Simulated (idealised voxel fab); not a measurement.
The name of this process module is voxel transistor to metal.
Section cut is 195 nm wide and gridded with 5 nm square cells.
A cross-section is a grid of square cells, given in bands from the top down. A band is one or more rows of cells.
Band entry format. Leading values: height of top, height of bottom, nm. Remainder: materials in left-to-right order, each with its width in nm. Special words: "edge to edge" on a single material, which then fills the band edge to edge; "empty", empty space.
Heights are expressed relative to 0, this being the level below which the as-received wafer comprises one material exclusively. The lowest band is unbounded in the downward direction and is denoted as in "z 0 and below".
Think of "30 to 40" as a width that walks from the first number to the second as you go down the band, top row to bottom row, taking equal-sized steps from row to row.
When a step is marked "remained unchanged", none of the cells in the cross-section changed during that step.
"Closed void inventory": sealed empty spaces, 8 cells or more, no open way to top, listed width x height at distance, with distance from the left edge and width, height and distance in nm.
If you see something after the settings on a step's line, that's the simulator's own remark about that step.
overlay nm: right-of-plan distance of the mask on a masked step; negative values mean left-of-plan.

## Here's what the planned process steps look like
1,RECEIVE: material Si
2,OXIDIZE: depth nm 5
3,CONFORMAL_DEP: material SiN, thk nm 10
4,DIRECTIONAL_DEP: material aC, thk nm 10
5,PATTERN: tone cover, mask id ACTIVE, material resist, width nm 105, thk nm 25, overlay nm 0
6,DIRECTIONAL_ETCH: etch materials aC, depth nm 10
7,STRIP: etch materials resist
8,DIRECTIONAL_ETCH: etch materials SiN, depth nm 10
9,DIRECTIONAL_ETCH: etch materials SiO2, depth nm 5
10,DIRECTIONAL_ETCH: etch materials Si, depth nm 35
11,STRIP: etch materials aC
12,OXIDIZE: depth nm 5
13,FILL_DEP: material SiO2, thk nm 15
14,CMP: height nm 10
15,SELECTIVE_ETCH: etch materials SiO2, depth nm 10
16,STRIP: etch materials SiN
17,SELECTIVE_ETCH: etch materials SiO2, depth nm 5
18,OXIDIZE: depth nm 5
19,DIRECTIONAL_DEP: material polySi, thk nm 30
20,DIRECTIONAL_DEP: material SiCN, thk nm 10
21,DIRECTIONAL_DEP: material aC, thk nm 15
22,PATTERN: tone cover, mask id GATE, material resist, width nm 35, thk nm 35, overlay nm 0
23,DIRECTIONAL_ETCH: etch materials aC, depth nm 15
24,STRIP: etch materials resist
25,DIRECTIONAL_ETCH: etch materials SiCN, depth nm 20
26,DIRECTIONAL_ETCH: etch materials polySi, depth nm 40
27,STRIP: etch materials aC
28,CONFORMAL_DEP: material SiO2, thk nm 5
29,DIRECTIONAL_ETCH: etch materials SiO2, depth nm 5
30,CONFORMAL_DEP: material SiN, thk nm 5
31,DIRECTIONAL_ETCH: etch materials SiN, depth nm 5
32,DIRECTIONAL_ETCH: etch materials SiO2, depth nm 5
33,DIRECTIONAL_ETCH: etch materials Si, depth nm 5
34,EPI: material nSi, thk nm 10
35,FILL_DEP: material SiO2, thk nm 10
36,CMP: height nm 25
37,STRIP: etch materials polySi
38,SELECTIVE_ETCH: etch materials SiO2, depth nm 5
39,CONFORMAL_DEP: material HfO2, thk nm 5
40,CONFORMAL_DEP: material TiN, thk nm 5
41,FILL_DEP: material W, thk nm 5
42,CMP: height nm 20
43,DIRECTIONAL_DEP: material SiO2, thk nm 10
44,PATTERN: tone open, mask id CONTACT, material resist, width nm 15, pitch nm 80, thk nm 15, overlay nm 0
45,DIRECTIONAL_ETCH: etch materials SiO2, depth nm 35
46,STRIP: etch materials resist
47,CONFORMAL_DEP: material TiN, thk nm 5
48,FILL_DEP: material W, thk nm 10
49,CMP: height nm 30
50,DIRECTIONAL_DEP: material TiN, thk nm 5
51,DIRECTIONAL_DEP: material Ru, thk nm 20
52,PATTERN: tone cover, mask id METAL_1, material resist, width nm 15, pitch nm 80, thk nm 15, overlay nm 0
53,DIRECTIONAL_ETCH: etch materials Ru, depth nm 20
54,DIRECTIONAL_ETCH: etch materials TiN, depth nm 5
55,STRIP: etch materials resist
56,FILL_DEP: material lowk, thk nm 5
57,CMP: height nm 55
58,CONFORMAL_DEP: material SiCN, thk nm 5
59,DIRECTIONAL_DEP: material SiO2, thk nm 35
60,PATTERN: tone open, mask id METAL_2, material resist, width nm 15, pitch nm 80, thk nm 15, overlay nm 0
61,DIRECTIONAL_ETCH: etch materials SiO2, depth nm 20
62,STRIP: etch materials resist
63,PATTERN: tone open, mask id METAL_2_HOLES, material resist, width nm 15, pitch nm 80, thk nm 15, overlay nm 0
64,DIRECTIONAL_ETCH: etch materials SiO2, depth nm 15
65,DIRECTIONAL_ETCH: etch materials SiCN, depth nm 5
66,STRIP: etch materials resist
67,CONFORMAL_DEP: material TiN, thk nm 5
68,FILL_DEP: material Cu, thk nm 10
69,CMP: height nm 95
70,CONFORMAL_DEP: material SiCN, thk nm 5

## The first of the two wafers, which ran as planned

## This is the cross-section of the wafer as we received it, i.e. after step 1
  z 0 and below: Si edge to edge
  Closed void inventory: none

## How the wafer stands in section after step 2
  z 0 to -5: SiO2 edge to edge
  Nothing below the height -5 has changed.

## How the wafer stands in section after step 3
  z 10 to 0: SiN edge to edge
  Nothing below the height 0 has changed.

## How the wafer stands in section after step 4
  z 20 to 10: aC edge to edge
  Nothing below the height 10 has changed.

## How the wafer stands in section after step 5
  z 45 to 20: empty (45), resist (105), empty (45)
  Nothing below the height 20 has changed.

## How the wafer stands in section after step 6
  z 35 to 20: empty (45), resist (105), empty (45)
  z 20 to 10: empty (45), aC (105), empty (45)
  Nothing below the height 10 has changed.

## How the wafer stands in section after step 7
  z 20 to 10: empty (45), aC (105), empty (45)
  Nothing below the height 10 has changed.

## How the wafer stands in section after step 8
  z 20 to 10: empty (45), aC (105), empty (45)
  z 10 to 0: empty (45), SiN (105), empty (45)
  Nothing below the height 0 has changed.

## How the wafer stands in section after step 9
  z 20 to 10: empty (45), aC (105), empty (45)
  z 10 to 0: empty (45), SiN (105), empty (45)
  z 0 to -5: empty (45), SiO2 (105), empty (45)
  Nothing below the height -5 has changed.

## How the wafer stands in section after step 10
  z 20 to 10: empty (45), aC (105), empty (45)
  z 10 to 0: empty (45), SiN (105), empty (45)
  z 0 to -5: empty (45), SiO2 (105), empty (45)
  z -5 to -40: empty (45), Si (105), empty (45)
  Nothing below the height -40 has changed.

## How the wafer stands in section after step 11
  z 10 to 0: empty (45), SiN (105), empty (45)
  Nothing below the height 0 has changed.

## How the wafer stands in section after step 12
  z 10 to 0: empty (45), SiN (105), empty (45)
  z 0 to -5: empty (45), SiO2 (105), empty (45)
  z -5 to -40: empty (45), SiO2 (5), Si (95), SiO2 (5), empty (45)
  z -40 to -45: SiO2 (50), Si (95), SiO2 (50)
  Nothing below the height -45 has changed.

## How the wafer stands in section after step 13
  z 25 to 10: SiO2 edge to edge
  z 10 to 0: SiO2 (45), SiN (105), SiO2 (45)
  z 0 to -5: SiO2 edge to edge
  z -5 to -45: SiO2 (50), Si (95), SiO2 (50)
  Nothing below the height -45 has changed.

## How the wafer stands in section after step 14
  z 10 to 0: SiO2 (45), SiN (105), SiO2 (45)
  Nothing below the height 0 has changed.

## How the wafer stands in section after step 15
  z 10 to 0: empty (45), SiN (105), empty (45)
  Nothing below the height 0 has changed.

## How the wafer stands in section after step 16
  z 0 to -5: SiO2 edge to edge
  Nothing below the height -5 has changed.

## How the wafer stands in section after step 17
  z -5 to -45: SiO2 (50), Si (95), SiO2 (50)
  Nothing below the height -45 has changed.

## How the wafer stands in section after step 18
  z -5 to -10: SiO2 edge to edge
  Nothing below the height -10 has changed.

## How the wafer stands in section after step 19
  z 25 to -5: polySi edge to edge
  Nothing below the height -5 has changed.

## How the wafer stands in section after step 20
  z 35 to 25: SiCN edge to edge
  Nothing below the height 25 has changed.

## How the wafer stands in section after step 21
  z 50 to 35: aC edge to edge
  Nothing below the height 35 has changed.

## How the wafer stands in section after step 22
  z 85 to 50: empty (80), resist (35), empty (80)
  Nothing below the height 50 has changed.

## How the wafer stands in section after step 23
  z 70 to 50: empty (80), resist (35), empty (80)
  z 50 to 35: empty (80), aC (35), empty (80)
  Nothing below the height 35 has changed.

## How the wafer stands in section after step 24
  z 50 to 35: empty (80), aC (35), empty (80)
  Nothing below the height 35 has changed.

## How the wafer stands in section after step 25
  z 50 to 35: empty (80), aC (35), empty (80)
  z 35 to 25: empty (80), SiCN (35), empty (80)
  Nothing below the height 25 has changed.

## How the wafer stands in section after step 26
  z 50 to 35: empty (80), aC (35), empty (80)
  z 35 to 25: empty (80), SiCN (35), empty (80)
  z 25 to -5: empty (80), polySi (35), empty (80)
  Nothing below the height -5 has changed.

## How the wafer stands in section after step 27
  z 35 to 25: empty (80), SiCN (35), empty (80)
  Nothing below the height 25 has changed.

## How the wafer stands in section after step 28
  z 40 to 35: empty (75), SiO2 (45), empty (75)
  z 35 to 25: empty (75), SiO2 (5), SiCN (35), SiO2 (5), empty (75)
  z 25 to 0: empty (75), SiO2 (5), polySi (35), SiO2 (5), empty (75)
  z 0 to -5: SiO2 (80), polySi (35), SiO2 (80)
  Nothing below the height -5 has changed.

## How the wafer stands in section after step 29
  z 35 to 25: empty (75), SiO2 (5), SiCN (35), SiO2 (5), empty (75)
  z 25 to -5: empty (75), SiO2 (5), polySi (35), SiO2 (5), empty (75)
  Nothing below the height -5 has changed.

## How the wafer stands in section after step 30
  z 40 to 35: empty (70), SiN (55), empty (70)
  z 35 to 25: empty (70), SiN (5), SiO2 (5), SiCN (35), SiO2 (5), SiN (5), empty (70)
  z 25 to 0: empty (70), SiN (5), SiO2 (5), polySi (35), SiO2 (5), SiN (5), empty (70)
  z 0 to -5: SiN (75), SiO2 (5), polySi (35), SiO2 (5), SiN (75)
  Nothing below the height -5 has changed.

## How the wafer stands in section after step 31
  z 35 to 25: empty (70), SiN (5), SiO2 (5), SiCN (35), SiO2 (5), SiN (5), empty (70)
  z 25 to -5: empty (70), SiN (5), SiO2 (5), polySi (35), SiO2 (5), SiN (5), empty (70)
  Nothing below the height -5 has changed.

## How the wafer stands in section after step 32
  z 35 to 30: empty (70), SiN (5), empty (5), SiCN (35), empty (5), SiN (5), empty (70)
  z 30 to 25: empty (70), SiN (5), SiO2 (5), SiCN (35), SiO2 (5), SiN (5), empty (70)
  z 25 to -5: empty (70), SiN (5), SiO2 (5), polySi (35), SiO2 (5), SiN (5), empty (70)
  z -5 to -10: empty (70), SiO2 (55), empty (70)
  Nothing below the height -10 has changed.

## How the wafer stands in section after step 33
  z 35 to 30: empty (70), SiN (5), empty (5), SiCN (35), empty (5), SiN (5), empty (70)
  z 30 to 25: empty (70), SiN (5), SiO2 (5), SiCN (35), SiO2 (5), SiN (5), empty (70)
  z 25 to -5: empty (70), SiN (5), SiO2 (5), polySi (35), SiO2 (5), SiN (5), empty (70)
  z -5 to -10: empty (70), SiO2 (55), empty (70)
  z -10 to -15: SiO2 (50), empty (20), Si (55), empty (20), SiO2 (50)
  Nothing below the height -15 has changed.

## How the wafer stands in section after step 34
  z 35 to 30: empty (70), SiN (5), empty (5), SiCN (35), empty (5), SiN (5), empty (70)
  z 30 to 25: empty (70), SiN (5), SiO2 (5), SiCN (35), SiO2 (5), SiN (5), empty (70)
  z 25 to 0: empty (70), SiN (5), SiO2 (5), polySi (35), SiO2 (5), SiN (5), empty (70)
  z 0 to -5: empty (60), nSi (10), SiN (5), SiO2 (5), polySi (35), SiO2 (5), SiN (5), nSi (10), empty (60)
  z -5 to -10: empty (45), nSi (25), SiO2 (55), nSi (25), empty (45)
  z -10 to -15: SiO2 (50), nSi (20), Si (55), nSi (20), SiO2 (50)
  Nothing below the height -15 has changed.

## How the wafer stands in section after step 35
  z 45 to 35: SiO2 edge to edge
  z 35 to 25: SiO2 (70), SiN (5), SiO2 (5), SiCN (35), SiO2 (5), SiN (5), SiO2 (70)
  z 25 to 0: SiO2 (70), SiN (5), SiO2 (5), polySi (35), SiO2 (5), SiN (5), SiO2 (70)
  z 0 to -5: SiO2 (60), nSi (10), SiN (5), SiO2 (5), polySi (35), SiO2 (5), SiN (5), nSi (10), SiO2 (60)
  z -5 to -10: SiO2 (45), nSi (25), SiO2 (55), nSi (25), SiO2 (45)
  Nothing below the height -10 has changed.

## How the wafer stands in section after step 36
  z 25 to 0: SiO2 (70), SiN (5), SiO2 (5), polySi (35), SiO2 (5), SiN (5), SiO2 (70)
  Nothing below the height 0 has changed.

## How the wafer stands in section after step 37
  z 25 to 0: SiO2 (70), SiN (5), SiO2 (5), empty (35), SiO2 (5), SiN (5), SiO2 (70)
  z 0 to -5: SiO2 (60), nSi (10), SiN (5), SiO2 (5), empty (35), SiO2 (5), SiN (5), nSi (10), SiO2 (60)
  Nothing below the height -5 has changed.

## How the wafer stands in section after step 38
  z 25 to 20: empty (70), SiN (5), empty (45), SiN (5), empty (70)
  z 20 to 0: SiO2 (70), SiN (5), empty (45), SiN (5), SiO2 (70)
  z 0 to -5: SiO2 (60), nSi (10), SiN (5), empty (45), SiN (5), nSi (10), SiO2 (60)
  z -5 to -10: SiO2 (45), nSi (25), SiO2 (5), empty (45), SiO2 (5), nSi (25), SiO2 (45)
  Nothing below the height -10 has changed.

## How the wafer stands in section after step 39
  z 30 to 25: empty (65), HfO2 (15), empty (35), HfO2 (15), empty (65)
  z 25 to 20: HfO2 (70), SiN (5), HfO2 (5), empty (35), HfO2 (5), SiN (5), HfO2 (70)
  z 20 to 0: SiO2 (70), SiN (5), HfO2 (5), empty (35), HfO2 (5), SiN (5), SiO2 (70)
  z 0 to -5: SiO2 (60), nSi (10), SiN (5), HfO2 (5), empty (35), HfO2 (5), SiN (5), nSi (10), SiO2 (60)
  z -5 to -10: SiO2 (45), nSi (25), SiO2 (5), HfO2 (45), SiO2 (5), nSi (25), SiO2 (45)
  Nothing below the height -10 has changed.

## How the wafer stands in section after step 40
  z 35 to 30: empty (60), TiN (25), empty (25), TiN (25), empty (60)
  z 30 to 25: TiN (65), HfO2 (15), TiN (5), empty (25), TiN (5), HfO2 (15), TiN (65)
  z 25 to 20: HfO2 (70), SiN (5), HfO2 (5), TiN (5), empty (25), TiN (5), HfO2 (5), SiN (5), HfO2 (70)
  z 20 to 0: SiO2 (70), SiN (5), HfO2 (5), TiN (5), empty (25), TiN (5), HfO2 (5), SiN (5), SiO2 (70)
  z 0 to -5: SiO2 (60), nSi (10), SiN (5), HfO2 (5), TiN (35), HfO2 (5), SiN (5), nSi (10), SiO2 (60)
  Nothing below the height -5 has changed.

## How the wafer stands in section after step 41
  z 40 to 35: W edge to edge
  z 35 to 30: W (60), TiN (25), W (25), TiN (25), W (60)
  z 30 to 25: TiN (65), HfO2 (15), TiN (5), W (25), TiN (5), HfO2 (15), TiN (65)
  z 25 to 20: HfO2 (70), SiN (5), HfO2 (5), TiN (5), W (25), TiN (5), HfO2 (5), SiN (5), HfO2 (70)
  z 20 to 0: SiO2 (70), SiN (5), HfO2 (5), TiN (5), W (25), TiN (5), HfO2 (5), SiN (5), SiO2 (70)
  Nothing below the height 0 has changed.

## How the wafer stands in section after step 42
  z 20 to 0: SiO2 (70), SiN (5), HfO2 (5), TiN (5), W (25), TiN (5), HfO2 (5), SiN (5), SiO2 (70)
  Nothing below the height 0 has changed.

## How the wafer stands in section after step 43
  z 30 to 20: SiO2 edge to edge
  Nothing below the height 20 has changed.

## How the wafer stands in section after step 44
  z 45 to 30: resist (50), empty (15), resist (65), empty (15), resist (50)
  Nothing below the height 30 has changed.

## How the wafer stands in section after step 45
  z 45 to 30: resist (50), empty (15), resist (65), empty (15), resist (50)
  z 30 to 20: SiO2 (50), empty (15), SiO2 (65), empty (15), SiO2 (50)
  z 20 to 0: SiO2 (50), empty (15), SiO2 (5), SiN (5), HfO2 (5), TiN (5), W (25), TiN (5), HfO2 (5), SiN (5), SiO2 (5), empty (15), SiO2 (50)
  z 0 to -5: SiO2 (50), empty (10), nSi (10), SiN (5), HfO2 (5), TiN (35), HfO2 (5), SiN (5), nSi (10), empty (10), SiO2 (50)
  Nothing below the height -5 has changed.

## How the wafer stands in section after step 46
  z 30 to 20: SiO2 (50), empty (15), SiO2 (65), empty (15), SiO2 (50)
  Nothing below the height 20 has changed.

## How the wafer stands in section after step 47
  z 35 to 30: TiN (55), empty (5), TiN (75), empty (5), TiN (55)
  z 30 to 20: SiO2 (50), TiN (5), empty (5), TiN (5), SiO2 (65), TiN (5), empty (5), TiN (5), SiO2 (50)
  z 20 to 5: SiO2 (50), TiN (5), empty (5), TiN (5), SiO2 (5), SiN (5), HfO2 (5), TiN (5), W (25), TiN (5), HfO2 (5), SiN (5), SiO2 (5), TiN (5), empty (5), TiN (5), SiO2 (50)
  z 5 to 0: SiO2 (50), TiN (15), SiO2 (5), SiN (5), HfO2 (5), TiN (5), W (25), TiN (5), HfO2 (5), SiN (5), SiO2 (5), TiN (15), SiO2 (50)
  z 0 to -5: SiO2 (50), TiN (10), nSi (10), SiN (5), HfO2 (5), TiN (35), HfO2 (5), SiN (5), nSi (10), TiN (10), SiO2 (50)
  Nothing below the height -5 has changed.

## How the wafer stands in section after step 48
  z 45 to 35: W edge to edge
  z 35 to 30: TiN (55), W (5), TiN (75), W (5), TiN (55)
  z 30 to 20: SiO2 (50), TiN (5), W (5), TiN (5), SiO2 (65), TiN (5), W (5), TiN (5), SiO2 (50)
  z 20 to 5: SiO2 (50), TiN (5), W (5), TiN (5), SiO2 (5), SiN (5), HfO2 (5), TiN (5), W (25), TiN (5), HfO2 (5), SiN (5), SiO2 (5), TiN (5), W (5), TiN (5), SiO2 (50)
  Nothing below the height 5 has changed.

## How the wafer stands in section after step 49
  z 30 to 20: SiO2 (50), TiN (5), W (5), TiN (5), SiO2 (65), TiN (5), W (5), TiN (5), SiO2 (50)
  Nothing below the height 20 has changed.

## How the wafer stands in section after step 50
  z 35 to 30: TiN edge to edge
  Nothing below the height 30 has changed.

## How the wafer stands in section after step 51
  z 55 to 35: Ru edge to edge
  Nothing below the height 35 has changed.

## How the wafer stands in section after step 52
  z 70 to 55: empty (50), resist (15), empty (65), resist (15), empty (50)
  Nothing below the height 55 has changed.

## How the wafer stands in section after step 53
  z 70 to 55: empty (50), resist (15), empty (65), resist (15), empty (50)
  z 55 to 35: empty (50), Ru (15), empty (65), Ru (15), empty (50)
  Nothing below the height 35 has changed.

## How the wafer stands in section after step 54
  z 70 to 55: empty (50), resist (15), empty (65), resist (15), empty (50)
  z 55 to 35: empty (50), Ru (15), empty (65), Ru (15), empty (50)
  z 35 to 30: empty (50), TiN (15), empty (65), TiN (15), empty (50)
  Nothing below the height 30 has changed.

## How the wafer stands in section after step 55
  z 55 to 35: empty (50), Ru (15), empty (65), Ru (15), empty (50)
  Nothing below the height 35 has changed.

## How the wafer stands in section after step 56
  z 60 to 55: lowk edge to edge
  z 55 to 35: lowk (50), Ru (15), lowk (65), Ru (15), lowk (50)
  z 35 to 30: lowk (50), TiN (15), lowk (65), TiN (15), lowk (50)
  Nothing below the height 30 has changed.

## How the wafer stands in section after step 57
  z 55 to 35: lowk (50), Ru (15), lowk (65), Ru (15), lowk (50)
  Nothing below the height 35 has changed.

## How the wafer stands in section after step 58
  z 60 to 55: SiCN edge to edge
  Nothing below the height 55 has changed.

## How the wafer stands in section after step 59
  z 95 to 60: SiO2 edge to edge
  Nothing below the height 60 has changed.

## How the wafer stands in section after step 60
  z 110 to 95: resist (50), empty (15), resist (65), empty (15), resist (50)
  Nothing below the height 95 has changed.

## How the wafer stands in section after step 61
  z 110 to 95: resist (50), empty (15), resist (65), empty (15), resist (50)
  z 95 to 75: SiO2 (50), empty (15), SiO2 (65), empty (15), SiO2 (50)
  Nothing below the height 75 has changed.

## How the wafer stands in section after step 62
  z 95 to 75: SiO2 (50), empty (15), SiO2 (65), empty (15), SiO2 (50)
  Nothing below the height 75 has changed.

## How the wafer stands in section after step 63
  z 110 to 95: resist (50), empty (15), resist (65), empty (15), resist (50)
  Nothing below the height 95 has changed.

## How the wafer stands in section after step 64
  z 110 to 95: resist (50), empty (15), resist (65), empty (15), resist (50)
  z 95 to 60: SiO2 (50), empty (15), SiO2 (65), empty (15), SiO2 (50)
  Nothing below the height 60 has changed.

## How the wafer stands in section after step 65
  z 110 to 95: resist (50), empty (15), resist (65), empty (15), resist (50)
  z 95 to 60: SiO2 (50), empty (15), SiO2 (65), empty (15), SiO2 (50)
  z 60 to 55: SiCN (50), empty (15), SiCN (65), empty (15), SiCN (50)
  Nothing below the height 55 has changed.

## How the wafer stands in section after step 66
  z 95 to 60: SiO2 (50), empty (15), SiO2 (65), empty (15), SiO2 (50)
  Nothing below the height 60 has changed.

## How the wafer stands in section after step 67
  z 100 to 95: TiN (55), empty (5), TiN (75), empty (5), TiN (55)
  z 95 to 60: SiO2 (50), TiN (5), empty (5), TiN (5), SiO2 (65), TiN (5), empty (5), TiN (5), SiO2 (50)
  z 60 to 55: SiCN (50), TiN (15), SiCN (65), TiN (15), SiCN (50)
  Nothing below the height 55 has changed.

## How the wafer stands in section after step 68
  z 110 to 100: Cu edge to edge
  z 100 to 95: TiN (55), Cu (5), TiN (75), Cu (5), TiN (55)
  z 95 to 60: SiO2 (50), TiN (5), Cu (5), TiN (5), SiO2 (65), TiN (5), Cu (5), TiN (5), SiO2 (50)
  Nothing below the height 60 has changed.

## How the wafer stands in section after step 69
  z 95 to 60: SiO2 (50), TiN (5), Cu (5), TiN (5), SiO2 (65), TiN (5), Cu (5), TiN (5), SiO2 (50)
  Nothing below the height 60 has changed.

## How the wafer stands in section after step 70
  z 100 to 95: SiCN edge to edge
  Nothing below the height 95 has changed.

## The remaining wafer, second of the two, started like the first and was run to the same plan, except that one mistake was made along the way; the two coincide through step 38, inclusive

Cross-sectional representation of the second wafer at the time designated in the plan for the completion of step 39: remained unchanged

## Cross-sectional representation of the second wafer at the time designated in the plan for the completion of step 40
  z 30 to 25: empty (65), TiN (15), empty (35), TiN (15), empty (65)
  z 25 to 20: TiN (70), SiN (5), TiN (5), empty (35), TiN (5), SiN (5), TiN (70)
  z 20 to 0: SiO2 (70), SiN (5), TiN (5), empty (35), TiN (5), SiN (5), SiO2 (70)
  z 0 to -5: SiO2 (60), nSi (10), SiN (5), TiN (5), empty (35), TiN (5), SiN (5), nSi (10), SiO2 (60)
  z -5 to -10: SiO2 (45), nSi (25), SiO2 (5), TiN (45), SiO2 (5), nSi (25), SiO2 (45)
  Nothing below the height -10 has changed.

## Cross-sectional representation of the second wafer at the time designated in the plan for the completion of step 41
  z 35 to 30: W edge to edge
  z 30 to 25: W (65), TiN (15), W (35), TiN (15), W (65)
  z 25 to 20: TiN (70), SiN (5), TiN (5), W (35), TiN (5), SiN (5), TiN (70)
  z 20 to 0: SiO2 (70), SiN (5), TiN (5), W (35), TiN (5), SiN (5), SiO2 (70)
  z 0 to -5: SiO2 (60), nSi (10), SiN (5), TiN (5), W (35), TiN (5), SiN (5), nSi (10), SiO2 (60)
  Nothing below the height -5 has changed.

## Cross-sectional representation of the second wafer at the time designated in the plan for the completion of step 42
  z 20 to 0: SiO2 (70), SiN (5), TiN (5), W (35), TiN (5), SiN (5), SiO2 (70)
  Nothing below the height 0 has changed.

## Cross-sectional representation of the second wafer at the time designated in the plan for the completion of step 43
  z 30 to 20: SiO2 edge to edge
  Nothing below the height 20 has changed.

## Cross-sectional representation of the second wafer at the time designated in the plan for the completion of step 44
  z 45 to 30: resist (50), empty (15), resist (65), empty (15), resist (50)
  Nothing below the height 30 has changed.

## Cross-sectional representation of the second wafer at the time designated in the plan for the completion of step 45
  z 45 to 30: resist (50), empty (15), resist (65), empty (15), resist (50)
  z 30 to 20: SiO2 (50), empty (15), SiO2 (65), empty (15), SiO2 (50)
  z 20 to 0: SiO2 (50), empty (15), SiO2 (5), SiN (5), TiN (5), W (35), TiN (5), SiN (5), SiO2 (5), empty (15), SiO2 (50)
  z 0 to -5: SiO2 (50), empty (10), nSi (10), SiN (5), TiN (5), W (35), TiN (5), SiN (5), nSi (10), empty (10), SiO2 (50)
  Nothing below the height -5 has changed.

## Cross-sectional representation of the second wafer at the time designated in the plan for the completion of step 46
  z 30 to 20: SiO2 (50), empty (15), SiO2 (65), empty (15), SiO2 (50)
  Nothing below the height 20 has changed.

## Cross-sectional representation of the second wafer at the time designated in the plan for the completion of step 47
  z 35 to 30: TiN (55), empty (5), TiN (75), empty (5), TiN (55)
  z 30 to 20: SiO2 (50), TiN (5), empty (5), TiN (5), SiO2 (65), TiN (5), empty (5), TiN (5), SiO2 (50)
  z 20 to 5: SiO2 (50), TiN (5), empty (5), TiN (5), SiO2 (5), SiN (5), TiN (5), W (35), TiN (5), SiN (5), SiO2 (5), TiN (5), empty (5), TiN (5), SiO2 (50)
  z 5 to 0: SiO2 (50), TiN (15), SiO2 (5), SiN (5), TiN (5), W (35), TiN (5), SiN (5), SiO2 (5), TiN (15), SiO2 (50)
  z 0 to -5: SiO2 (50), TiN (10), nSi (10), SiN (5), TiN (5), W (35), TiN (5), SiN (5), nSi (10), TiN (10), SiO2 (50)
  Nothing below the height -5 has changed.

## Cross-sectional representation of the second wafer at the time designated in the plan for the completion of step 48
  z 45 to 35: W edge to edge
  z 35 to 30: TiN (55), W (5), TiN (75), W (5), TiN (55)
  z 30 to 20: SiO2 (50), TiN (5), W (5), TiN (5), SiO2 (65), TiN (5), W (5), TiN (5), SiO2 (50)
  z 20 to 5: SiO2 (50), TiN (5), W (5), TiN (5), SiO2 (5), SiN (5), TiN (5), W (35), TiN (5), SiN (5), SiO2 (5), TiN (5), W (5), TiN (5), SiO2 (50)
  Nothing below the height 5 has changed.

## Cross-sectional representation of the second wafer at the time designated in the plan for the completion of step 49
  z 30 to 20: SiO2 (50), TiN (5), W (5), TiN (5), SiO2 (65), TiN (5), W (5), TiN (5), SiO2 (50)
  Nothing below the height 20 has changed.

## Cross-sectional representation of the second wafer at the time designated in the plan for the completion of step 50
  z 35 to 30: TiN edge to edge
  Nothing below the height 30 has changed.

## Cross-sectional representation of the second wafer at the time designated in the plan for the completion of step 51
  z 55 to 35: Ru edge to edge
  Nothing below the height 35 has changed.

## Cross-sectional representation of the second wafer at the time designated in the plan for the completion of step 52
  z 70 to 55: empty (50), resist (15), empty (65), resist (15), empty (50)
  Nothing below the height 55 has changed.

## Cross-sectional representation of the second wafer at the time designated in the plan for the completion of step 53
  z 70 to 55: empty (50), resist (15), empty (65), resist (15), empty (50)
  z 55 to 35: empty (50), Ru (15), empty (65), Ru (15), empty (50)
  Nothing below the height 35 has changed.

## Cross-sectional representation of the second wafer at the time designated in the plan for the completion of step 54
  z 70 to 55: empty (50), resist (15), empty (65), resist (15), empty (50)
  z 55 to 35: empty (50), Ru (15), empty (65), Ru (15), empty (50)
  z 35 to 30: empty (50), TiN (15), empty (65), TiN (15), empty (50)
  Nothing below the height 30 has changed.

## Cross-sectional representation of the second wafer at the time designated in the plan for the completion of step 55
  z 55 to 35: empty (50), Ru (15), empty (65), Ru (15), empty (50)
  Nothing below the height 35 has changed.

## Cross-sectional representation of the second wafer at the time designated in the plan for the completion of step 56
  z 60 to 55: lowk edge to edge
  z 55 to 35: lowk (50), Ru (15), lowk (65), Ru (15), lowk (50)
  z 35 to 30: lowk (50), TiN (15), lowk (65), TiN (15), lowk (50)
  Nothing below the height 30 has changed.

## Cross-sectional representation of the second wafer at the time designated in the plan for the completion of step 57
  z 55 to 35: lowk (50), Ru (15), lowk (65), Ru (15), lowk (50)
  Nothing below the height 35 has changed.

## Cross-sectional representation of the second wafer at the time designated in the plan for the completion of step 58
  z 60 to 55: SiCN edge to edge
  Nothing below the height 55 has changed.

## Cross-sectional representation of the second wafer at the time designated in the plan for the completion of step 59
  z 95 to 60: SiO2 edge to edge
  Nothing below the height 60 has changed.

## Cross-sectional representation of the second wafer at the time designated in the plan for the completion of step 60
  z 110 to 95: resist (50), empty (15), resist (65), empty (15), resist (50)
  Nothing below the height 95 has changed.

## Cross-sectional representation of the second wafer at the time designated in the plan for the completion of step 61
  z 110 to 95: resist (50), empty (15), resist (65), empty (15), resist (50)
  z 95 to 75: SiO2 (50), empty (15), SiO2 (65), empty (15), SiO2 (50)
  Nothing below the height 75 has changed.

## Cross-sectional representation of the second wafer at the time designated in the plan for the completion of step 62
  z 95 to 75: SiO2 (50), empty (15), SiO2 (65), empty (15), SiO2 (50)
  Nothing below the height 75 has changed.

## Cross-sectional representation of the second wafer at the time designated in the plan for the completion of step 63
  z 110 to 95: resist (50), empty (15), resist (65), empty (15), resist (50)
  Nothing below the height 95 has changed.

## Cross-sectional representation of the second wafer at the time designated in the plan for the completion of step 64
  z 110 to 95: resist (50), empty (15), resist (65), empty (15), resist (50)
  z 95 to 60: SiO2 (50), empty (15), SiO2 (65), empty (15), SiO2 (50)
  Nothing below the height 60 has changed.

## Cross-sectional representation of the second wafer at the time designated in the plan for the completion of step 65
  z 110 to 95: resist (50), empty (15), resist (65), empty (15), resist (50)
  z 95 to 60: SiO2 (50), empty (15), SiO2 (65), empty (15), SiO2 (50)
  z 60 to 55: SiCN (50), empty (15), SiCN (65), empty (15), SiCN (50)
  Nothing below the height 55 has changed.

## Cross-sectional representation of the second wafer at the time designated in the plan for the completion of step 66
  z 95 to 60: SiO2 (50), empty (15), SiO2 (65), empty (15), SiO2 (50)
  Nothing below the height 60 has changed.

## Cross-sectional representation of the second wafer at the time designated in the plan for the completion of step 67
  z 100 to 95: TiN (55), empty (5), TiN (75), empty (5), TiN (55)
  z 95 to 60: SiO2 (50), TiN (5), empty (5), TiN (5), SiO2 (65), TiN (5), empty (5), TiN (5), SiO2 (50)
  z 60 to 55: SiCN (50), TiN (15), SiCN (65), TiN (15), SiCN (50)
  Nothing below the height 55 has changed.

## Cross-sectional representation of the second wafer at the time designated in the plan for the completion of step 68
  z 110 to 100: Cu edge to edge
  z 100 to 95: TiN (55), Cu (5), TiN (75), Cu (5), TiN (55)
  z 95 to 60: SiO2 (50), TiN (5), Cu (5), TiN (5), SiO2 (65), TiN (5), Cu (5), TiN (5), SiO2 (50)
  Nothing below the height 60 has changed.

## Cross-sectional representation of the second wafer at the time designated in the plan for the completion of step 69
  z 95 to 60: SiO2 (50), TiN (5), Cu (5), TiN (5), SiO2 (65), TiN (5), Cu (5), TiN (5), SiO2 (50)
  Nothing below the height 60 has changed.

## Cross-sectional representation of the second wafer at the time designated in the plan for the completion of step 70
  z 100 to 95: SiCN edge to edge
  Nothing below the height 95 has changed.
In executing the process, a mistake was made relative to the plan: with respect to the plan, step 39 was omitted and not executed
Per the end-of-run cell counts, the second wafer holds more or fewer of some materials than the first: HfO2: 19 fewer | TiN: 4 more | W: 15 more
